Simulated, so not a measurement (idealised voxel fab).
process module | voxel self aligned contacts
cross-section cut | 160 nm wide | cells 5 nm
A cross-section is a grid of square cells, given in bands from the top down. A band is one or more rows of cells.
Each band's line starts with the height of the band's top and of its bottom, in nm. Then come its materials from left to right, each with its width in nm. One material with "throughout" fills the band from edge to edge. "air" is empty space.
Height 0 is the level under which the wafer as received is all one material. The lowest band goes on downwards, as in "0 down".
A width such as "30 to 40" changes by the same amount from each row of cells to the next, from the band's top row to its bottom row.
"no change" after a step means that no cell of the cross-section changed.
closed voids: empty space of 8 cells or more with no open way to the top, each as width x height at its distance from the left edge, in nm
after a step's settings: what the simulator itself notes on the step
overlay nm, on a step with a mask: how far to the right of its planned place the mask lay; to the left if negative
plan
1 op RECEIVE | material Si
2 op OXIDIZE | depth nm 5
3 op DIRECTIONAL_DEP | material polySi | thk nm 30
4 op DIRECTIONAL_DEP | material SiN | thk nm 25
5 op DIRECTIONAL_DEP | material aC | thk nm 15
6 op PATTERN | tone cover | mask id GATE | material resist | width nm 25 | pitch nm 65 | thk nm 35 | overlay nm 0
7 op DIRECTIONAL_ETCH | etch materials aC | depth nm 15
8 op STRIP | etch materials resist
9 op DIRECTIONAL_ETCH | etch materials SiN | depth nm 25
10 op DIRECTIONAL_ETCH | etch materials polySi | depth nm 30
11 op STRIP | etch materials aC
12 op CONFORMAL_DEP | material SiN | thk nm 10
13 op DIRECTIONAL_ETCH | etch materials SiN | depth nm 10
14 op FILL_DEP | material SiO2 | thk nm 20
15 op CMP | height nm 65
16 op MASKED_ETCH | tone open | mask id CONTACT | width nm 50 | etch materials SiO2 | depth nm 70 | overlay nm 0
17 op CONFORMAL_DEP | material TiN | thk nm 5
18 op FILL_DEP | material Ru | thk nm 5
19 op CMP | height nm 65
20 op CONFORMAL_DEP | material SiN | thk nm 5
as received, after step 1
  0 down: Si throughout
  closed voids: none
first wafer at the end, as planned
  70 to 65: SiN throughout
  65 to 55: SiO2 55 | TiN 5 to 20 | Ru 40 to 10 | TiN 5 to 20 | SiO2 55
  55 to 30: SiO2 25 | SiN 45 | TiN 5 | Ru 10 | TiN 5 | SiN 45 | SiO2 25
  30 to 0: SiO2 25 | SiN 10 | polySi 25 | SiN 10 | TiN 5 | Ru 10 | TiN 5 | SiN 10 | polySi 25 | SiN 10 | SiO2 25
  0 to -5: SiO2 70 | TiN 20 | SiO2 70
  -5 down: Si throughout
  closed voids: none
second wafer at the end: like start, like plan, one mistake
  70 to 65: SiN throughout
  65 to 60: SiO2 25 | SiN 45 | TiN 5 | Ru 10 | TiN 5 | SiN 45 | SiO2 25
  60 to 35: SiO2 25 | SiN 10 | polySi 25 | SiN 10 | TiN 5 | Ru 10 | TiN 5 | SiN 10 | polySi 25 | SiN 10 | SiO2 25
  35 to 30: SiO2 25 | SiN 10 | polySi 25 | SiN 10 | TiN 20 | SiN 10 | polySi 25 | SiN 10 | SiO2 25
  30 to 0: polySi throughout
  0 to -5: SiO2 throughout
  -5 down: Si throughout
  closed voids: none
what went wrong: step 3 was run twice
at the end the second wafer has, in cells: 20 fewer of Ru | 72 fewer of SiN | 80 fewer of SiO2 | 20 fewer of TiN | 192 more of polySi
